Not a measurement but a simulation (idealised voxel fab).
The process module that follows is named voxel capacitor over wiring.
Square cell edge 5 nm, section width 275 nm, ID cut.
If you're reading a cross-section in this doc, picture square cells in a grid; it comes to you as bands, top ones listed first down to the bottom, and a band can be one or more rows of cells.
Band entry format. Leading values: height of top, height of bottom, nm. Remainder: materials in left-to-right order, each with its width in nm. Special words: "edge to edge" on a single material, which then fills the band edge to edge; "blank", empty space.
The level at which height equals 0 is the one under which the wafer, as it arrives, is entirely one material. No lower edge exists for the bottom band, which continues downward and is notated as in "0 -> down".
Top row gets the first number, bottom row gets the second, and each row in between changes by the same step: that is how a band width like "30 to 40" works.
Any step labelled "stayed the same" changed none of the cells in the cross-section.
Empty spaces counting at least 8 cells and having no open way to the top are listed in "Trapped voids". The notation width x height at distance is used for each, the distance being from the left edge and all three values in nm.
Past the settings on a step's line: simulator remark, on that step.
overlay nm: where the mask lay relative to plan, measured to the right, on steps with a mask; negatives go left.

Steps planned for the process
1) RECEIVE, material Si
2) CONFORMAL_DEP, material SiO2, thk nm 15
3) DIRECTIONAL_DEP, material TiN, thk nm 5
4) DIRECTIONAL_DEP, material Ru, thk nm 25
5) PATTERN, tone cover, mask id METAL_1, material resist, width nm 30, pitch nm 100, thk nm 20, overlay nm 0
6) DIRECTIONAL_ETCH, etch materials Ru, depth nm 25
7) DIRECTIONAL_ETCH, etch materials TiN, depth nm 5
8) STRIP, etch materials resist
9) FILL_DEP, material lowk, thk nm 10
10) CMP, height nm 45
11) CONFORMAL_DEP, material SiCN, thk nm 5
12) DIRECTIONAL_DEP, material SiO2, thk nm 20
13) MASKED_ETCH, tone open, mask id PLUG_1, width nm 15, etch materials SiO2, depth nm 20, overlay nm 0
14) MASKED_ETCH, tone open, mask id PLUG_1, width nm 15, etch materials SiCN, depth nm 5, overlay nm 0
15) CONFORMAL_DEP, material TiN, thk nm 5
16) FILL_DEP, material W, thk nm 10
17) CMP, height nm 70
18) DIRECTIONAL_DEP, material TiN, thk nm 5
19) DIRECTIONAL_DEP, material SiN, thk nm 5
20) DIRECTIONAL_DEP, material TiN, thk nm 5
21) PATTERN, tone cover, mask id UPPER_PLATE, material resist, width nm 75, thk nm 15, overlay nm 0
22) DIRECTIONAL_ETCH, etch materials TiN, depth nm 5
23) DIRECTIONAL_ETCH, etch materials SiN, depth nm 5
24) STRIP, etch materials resist
25) MASKED_ETCH, tone cover, mask id LOWER_PLATE, width nm 85, etch materials TiN, depth nm 5, overlay nm 0
26) FILL_DEP, material SiO2, thk nm 20
27) CMP, height nm 100
28) DIRECTIONAL_DEP, material aC, thk nm 15
29) PATTERN, tone open, mask id PLUG_2, material resist, width nm 15, thk nm 35, overlay nm 0
30) DIRECTIONAL_ETCH, etch materials aC, depth nm 15
31) STRIP, etch materials resist
32) DIRECTIONAL_ETCH, etch materials SiO2, depth nm 15
33) STRIP, etch materials aC
34) CONFORMAL_DEP, material TiN, thk nm 5
35) FILL_DEP, material W, thk nm 10
36) CMP, height nm 100
37) CONFORMAL_DEP, material SiN, thk nm 5

Delivered wafer in cross-section: state after step 1
- 0 -> down | Si edge to edge
- Trapped voids: none

Final cross-section, module run with one mistake (start and plan as above)
- 105 -> 100 | SiN edge to edge
- 100 -> 90 | SiO2 95, then TiN 5, then W 5, then TiN 5, then SiO2 165
- 90 -> 80 | SiO2 95 to 85, then TiN 15 to 75, then SiO2 165 to 115
- 80 -> 75 | SiO2 85, then SiN 75, then SiO2 115
- 75 -> 70 | SiO2 80, then TiN 85, then SiO2 110
- 70 -> 55 | W 80, then TiN 5, then SiO2 15, then TiN 5, then W 170
- 55 -> 50 | TiN 85, then SiO2 15, then TiN 175
- 50 -> 45 | SiCN edge to edge
- 45 -> 20 | lowk 70, then Ru 30, then lowk 70, then Ru 30, then lowk 75
- 20 -> 15 | lowk 70, then TiN 30, then lowk 70, then TiN 30, then lowk 75
- 15 -> 0 | SiO2 edge to edge
- 0 -> down | Si edge to edge
- Trapped voids: none
What was done differently from what was planned? planned and actual differ for step 13; actual: MASKED_ETCH, tone cover, mask id PLUG_1, width nm 15, etch materials SiO2, depth nm 20, overlay nm 0
